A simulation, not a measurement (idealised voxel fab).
Process module under the name voxel transistor to metal
FYI the section here is cut, 150 nm wide, cells are 5 nm squares.
A cross-section is written here as square cells arranged in a grid, and it is given in bands from the top down, each band taking up one or more rows of cells.
Per band: top height and bottom height in nm, followed by the left-to-right materials and their widths in nm; "throughout" marks a single material spanning edge to edge, "empty" marks empty space.
Height 0 is the level under which the wafer as received is all one material. The lowest band goes on downwards, as in "0 nm and below".
A width given as "30 to 40" starts at the first number in the band's top row and ends at the second number in its bottom row, shifting by an equal amount at every step from row to row.
No cell of the cross-section changed in a step that is given as "no change".
What "Fully sealed voids" gives you is every empty space of 8 cells or more that is cut off from the top. Each appears as width x height at distance, with the distance taken from the left edge and width, height and distance all in nm.
Read whatever lies past the settings on a step's line as the simulator's own remark about the step.
overlay nm: on a step with a mask, how far right of its planned place the mask lay; negative means left.
THE PROCESS STEPS THAT WERE PLANNED ARE LISTED BELOW
1) RECEIVE, material Si
2) OXIDIZE, depth nm 5
3) CONFORMAL_DEP, material SiN, thk nm 10
4) MASKED_ETCH, tone cover, mask id ACTIVE, width nm 105, etch materials SiN, depth nm 10, overlay nm 0
5) MASKED_ETCH, tone cover, mask id ACTIVE, width nm 105, etch materials SiO2, depth nm 5, overlay nm 0
6) MASKED_ETCH, tone cover, mask id ACTIVE, width nm 105, etch materials Si, depth nm 25, overlay nm 0
7) FILL_DEP, material SiO2, thk nm 15
8) CMP, height nm 10
9) SELECTIVE_ETCH, etch materials SiO2, depth nm 10
10) STRIP, etch materials SiN
11) SELECTIVE_ETCH, etch materials SiO2, depth nm 5
12) OXIDIZE, depth nm 5
13) DIRECTIONAL_DEP, material polySi, thk nm 20
14) DIRECTIONAL_DEP, material SiCN, thk nm 10
15) PATTERN, tone cover, mask id GATE, material resist, width nm 15, thk nm 15, overlay nm 0
16) DIRECTIONAL_ETCH, etch materials SiCN, depth nm 20
17) DIRECTIONAL_ETCH, etch materials polySi, depth nm 30
18) STRIP, etch materials resist
19) CONFORMAL_DEP, material SiO2, thk nm 5
20) DIRECTIONAL_ETCH, etch materials SiO2, depth nm 5
21) CONFORMAL_DEP, material SiN, thk nm 10
22) DIRECTIONAL_ETCH, etch materials SiN, depth nm 10
23) DIRECTIONAL_ETCH, etch materials SiO2, depth nm 5
24) DIRECTIONAL_ETCH, etch materials Si, depth nm 5
25) EPI, material SiGe, thk nm 5
26) FILL_DEP, material SiO2, thk nm 5
27) CMP, height nm 25
28) DIRECTIONAL_DEP, material SiO2, thk nm 10
29) DIRECTIONAL_DEP, material aC, thk nm 15
30) PATTERN, tone open, mask id CONTACT, material resist, width nm 30, pitch nm 55, thk nm 35, overlay nm 0
31) DIRECTIONAL_ETCH, etch materials aC, depth nm 15
32) STRIP, etch materials resist
33) DIRECTIONAL_ETCH, etch materials SiO2, depth nm 45
34) STRIP, etch materials aC
35) CONFORMAL_DEP, material TiN, thk nm 5
36) FILL_DEP, material W, thk nm 5
37) CMP, height nm 35
38) DIRECTIONAL_DEP, material TiN, thk nm 5
39) DIRECTIONAL_DEP, material Ru, thk nm 15
40) PATTERN, tone cover, mask id METAL_1, material resist, width nm 15, pitch nm 70, thk nm 20, overlay nm 0
41) DIRECTIONAL_ETCH, etch materials Ru, depth nm 15
42) DIRECTIONAL_ETCH, etch materials TiN, depth nm 5
43) STRIP, etch materials resist
44) CONFORMAL_DEP, material SiCN, thk nm 5
45) FILL_DEP, material lowk, thk nm 10
46) CMP, height nm 55
47) CONFORMAL_DEP, material SiCN, thk nm 5
48) DIRECTIONAL_DEP, material SiO2, thk nm 35
49) PATTERN, tone open, mask id METAL_2, material resist, width nm 15, pitch nm 70, thk nm 20, overlay nm 0
50) DIRECTIONAL_ETCH, etch materials SiO2, depth nm 20
51) STRIP, etch materials resist
52) DIRECTIONAL_DEP, material aC, thk nm 5
53) PATTERN, tone open, mask id METAL_2_HOLES, material resist, width nm 15, pitch nm 70, thk nm 30, overlay nm 0
54) DIRECTIONAL_ETCH, etch materials aC, depth nm 10
55) STRIP, etch materials resist
56) DIRECTIONAL_ETCH, etch materials SiO2, depth nm 15
57) DIRECTIONAL_ETCH, etch materials SiCN, depth nm 5
58) STRIP, etch materials aC
59) CONFORMAL_DEP, material TiN, thk nm 5
60) FILL_DEP, material Cu, thk nm 5
61) CMP, height nm 95
62) CONFORMAL_DEP, material SiCN, thk nm 5
Same starting wafers, different thk nm at step 52. Plan value belongs to the first wafer.
CUT THROUGH THE FIRST OF SEVERAL WAFERS AS RECEIVED, POST STEP 1
	0 nm and below  Si throughout
	Fully sealed voids: none
WHAT FOLLOWS IS A TABLE IN WHICH EACH WAFER OCCUPIES A ROW; FOR THE WAFER AS IT STANDS AT THE CLOSE OF THE MODULE, THE ROW STATES, MATERIAL BY MATERIAL, HOW MANY CELLS HAVE BEEN GAINED (+) OR LOST (-) SINCE RECEIPT, AND THEN GIVES ITS CLOSED VOIDS
thk nm 5, +14 Cu, +18 Ru, -108 Si, +96 SiCN, +14 SiGe, +24 SiN, +352 SiO2, +84 TiN, +34 W, +60 lowk, +12 polySi, Fully sealed voids: none
thk nm 10, +14 Cu, +18 Ru, -108 Si, +96 SiCN, +14 SiGe, +24 SiN, +352 SiO2, +84 TiN, +34 W, +60 lowk, +12 polySi, Fully sealed voids: none
thk nm 15, +6 Cu, +18 Ru, -108 Si, +102 SiCN, +14 SiGe, +24 SiN, +370 SiO2, +68 TiN, +34 W, +60 lowk, +12 polySi, Fully sealed voids: none
thk nm 20, +6 Cu, +18 Ru, -108 Si, +102 SiCN, +14 SiGe, +24 SiN, +370 SiO2, +68 TiN, +34 W, +60 lowk, +12 polySi, Fully sealed voids: none
thk nm 25, +6 Cu, +18 Ru, -108 Si, +102 SiCN, +14 SiGe, +24 SiN, +370 SiO2, +68 TiN, +34 W, +60 lowk, +12 polySi, Fully sealed voids: none
